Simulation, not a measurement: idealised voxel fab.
process module | voxel gate over fins
cross-section cut | 230 nm wide | cells 5 nm
A cross-section is a grid of square cells, given in bands from the top down. A band is one or more rows of cells.
Each band's line starts with the height of the band's top and of its bottom, in nm. Then come its materials from left to right, each with its width in nm. One material with "throughout" fills the band from edge to edge. "air" is empty space.
Height 0 is the level under which the wafer as received is all one material. The lowest band goes on downwards, as in "0 down".
A width such as "30 to 40" changes by the same amount from each row of cells to the next, from the band's top row to its bottom row.
"no change" after a step means that no cell of the cross-section changed.
closed voids: empty space of 8 cells or more with no open way to the top, each as width x height at its distance from the left edge, in nm
after a step's settings: what the simulator itself notes on the step
overlay nm, on a step with a mask: how far to the right of its planned place the mask lay; to the left if negative
plan
1 op RECEIVE | material Si
2 op CONFORMAL_DEP | material SiN | thk nm 5
3 op PATTERN | tone cover | mask id FINS | material resist | width nm 15 | pitch nm 50 | thk nm 20 | overlay nm 0
4 op DIRECTIONAL_ETCH | etch materials SiN | depth nm 5
5 op DIRECTIONAL_ETCH | etch materials Si | depth nm 40
6 op STRIP | etch materials resist
7 op OXIDIZE | depth nm 5
8 op FILL_DEP | material SiO2 | thk nm 10
9 op CMP | height nm 5
10 op DIRECTIONAL_DEP | material aC | thk nm 10
11 op PATTERN | tone open | mask id RAIL | material resist | width nm 15 | thk nm 25 | overlay nm 0
12 op DIRECTIONAL_ETCH | etch materials aC | depth nm 10
13 op STRIP | etch materials resist
14 op DIRECTIONAL_ETCH | etch materials SiO2 | depth nm 40
15 op STRIP | etch materials aC
16 op CONFORMAL_DEP | material TiN | thk nm 5
17 op FILL_DEP | material W | thk nm 10
18 op CMP | height nm 5
19 op SELECTIVE_ETCH | etch materials W Ru TiN | depth nm 25
20 op FILL_DEP | material SiO2 | thk nm 5
21 op CMP | height nm 5
22 op SELECTIVE_ETCH | etch materials SiO2 | depth nm 20
23 op STRIP | etch materials SiN
24 op CONFORMAL_DEP | material HfO2 | thk nm 5
25 op CONFORMAL_DEP | material TiN | thk nm 5
26 op CONFORMAL_DEP | material TiAl | thk nm 5
27 op CONFORMAL_DEP | material TiN | thk nm 5
28 op FILL_DEP | material W | thk nm 15
29 op CMP | height nm 30
30 op CONFORMAL_DEP | material SiN | thk nm 5
as received, after step 1
  0 down: Si throughout
  closed voids: none
a wafer at the end: this start, this plan, one mistake
  35 to 30: SiN throughout
  30 to 20: W throughout
  20 to 15: TiN throughout
  15 to 10: TiAl throughout
  10 to 5: TiN 85 | TiAl 5 | TiN 45 | TiAl 5 | TiN 90
  5 to 0: HfO2 80 | TiN 5 | TiAl 5 | TiN 5 | HfO2 35 | TiN 5 | TiAl 5 | TiN 5 | HfO2 85
  0 to -5: Si 75 | HfO2 5 | TiN 5 | TiAl 5 | TiN 5 | HfO2 5 | Si 25 | HfO2 5 | TiN 5 | TiAl 5 | TiN 5 | HfO2 5 | Si 80
  -5 to -10: Si 75 | HfO2 5 | TiN 15 | HfO2 5 | Si 25 | HfO2 5 | TiN 15 | HfO2 5 | Si 80
  -10 to -15: Si 75 | HfO2 25 | Si 25 | HfO2 25 | Si 80
  -15 to -45: Si 75 | SiO2 25 | Si 25 | SiO2 25 | Si 80
  -45 down: Si throughout
  closed voids: none
what went wrong: step 3 ran as: op PATTERN | tone open | mask id FINS | material resist | width nm 15 | pitch nm 50 | thk nm 20 | overlay nm 0
